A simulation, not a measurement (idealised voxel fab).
process module | voxel gate over fins
cross-section cut | 250 nm wide | cells 5 nm
A cross-section is a grid of square cells, given in bands from the top down. A band is one or more rows of cells.
Each band's line starts with the height of the band's top and of its bottom, in nm. Then come its materials from left to right, each with its width in nm. One material with "throughout" fills the band from edge to edge. "air" is empty space.
Height 0 is the level under which the wafer as received is all one material. The lowest band goes on downwards, as in "0 down".
A width such as "30 to 40" changes by the same amount from each row of cells to the next, from the band's top row to its bottom row.
"no change" after a step means that no cell of the cross-section changed.
closed voids: empty space of 8 cells or more with no open way to the top, each as width x height at its distance from the left edge, in nm
after a step's settings: what the simulator itself notes on the step
overlay nm, on a step with a mask: how far to the right of its planned place the mask lay; to the left if negative
plan
1 op RECEIVE | material Si
2 op CONFORMAL_DEP | material SiN | thk nm 10
3 op PATTERN | tone cover | mask id FINS | material resist | width nm 15 | pitch nm 50 | thk nm 20 | overlay nm 0
4 op DIRECTIONAL_ETCH | etch materials SiN | depth nm 10
5 op DIRECTIONAL_ETCH | etch materials Si | depth nm 30
6 op STRIP | etch materials resist
7 op FILL_DEP | material SiO2 | thk nm 5
8 op CMP | height nm 10
9 op MASKED_ETCH | tone open | mask id RAIL | width nm 15 | etch materials SiO2 | depth nm 35 | overlay nm 0
10 op CONFORMAL_DEP | material TiN | thk nm 5
11 op FILL_DEP | material W | thk nm 10
12 op CMP | height nm 10
13 op SELECTIVE_ETCH | etch materials W Ru TiN | depth nm 30
14 op FILL_DEP | material SiO2 | thk nm 5
15 op CMP | height nm 10
16 op SELECTIVE_ETCH | etch materials SiO2 | depth nm 25
17 op STRIP | etch materials SiN
18 op CONFORMAL_DEP | material HfO2 | thk nm 5
19 op CONFORMAL_DEP | material TiN | thk nm 5
20 op CONFORMAL_DEP | material TiAl | thk nm 5
21 op CONFORMAL_DEP | material TiN | thk nm 5
22 op FILL_DEP | material W | thk nm 15
23 op CMP | height nm 30
24 op CONFORMAL_DEP | material SiCN | thk nm 5
as received, after step 1
  0 down: Si throughout
  closed voids: none
a wafer at the end: this start, this plan, one mistake
  35 to 30: SiCN throughout
  30 to 20: W throughout
  20 to 15: W 45 | TiN 155 | W 50
  15 to 10: W 45 | TiN 5 | TiAl 45 | TiN 5 | TiAl 45 | TiN 5 | TiAl 45 | TiN 5 | W 50
  10 to 5: W 45 | TiN 5 | TiAl 5 | TiN 35 | TiAl 15 | TiN 35 | TiAl 5 | TiN 5 | TiAl 5 | TiN 35 | TiAl 5 | TiN 5 | W 50
  5 to 0: TiN 50 | TiAl 5 | TiN 5 | HfO2 25 | TiN 25 | HfO2 25 | TiN 5 | TiAl 5 | TiN 5 | TiAl 5 | TiN 5 | HfO2 25 | TiN 5 | TiAl 5 | TiN 55
  0 to -5: TiAl 55 | TiN 5 | HfO2 5 | Si 15 | HfO2 35 | Si 15 | HfO2 5 | TiN 5 | TiAl 15 | TiN 5 | HfO2 5 | Si 15 | HfO2 5 | TiN 5 | TiAl 60
  -5 to -10: TiN 60 | HfO2 5 | Si 15 | HfO2 10 | TiN 5 | W 5 | TiN 5 | HfO2 10 | Si 15 | HfO2 5 | TiN 25 | HfO2 5 | Si 15 | HfO2 5 | TiN 65
  -10 to -15: HfO2 65 | Si 15 | HfO2 10 | TiN 5 | W 5 | TiN 5 | HfO2 10 | Si 15 | HfO2 35 | Si 15 | HfO2 70
  -15 to -20: SiO2 65 | Si 15 | SiO2 10 | TiN 5 | W 5 | TiN 5 | SiO2 10 | Si 15 | SiO2 35 | Si 15 | SiO2 70
  -20 to -25: SiO2 65 | Si 15 | SiO2 10 | TiN 15 | SiO2 10 | Si 15 | SiO2 35 | Si 15 | SiO2 70
  -25 to -30: SiO2 65 | Si 15 | SiO2 35 | Si 15 | SiO2 35 | Si 15 | SiO2 70
  -30 down: Si throughout
  closed voids: none
what went wrong: step 12 was left out
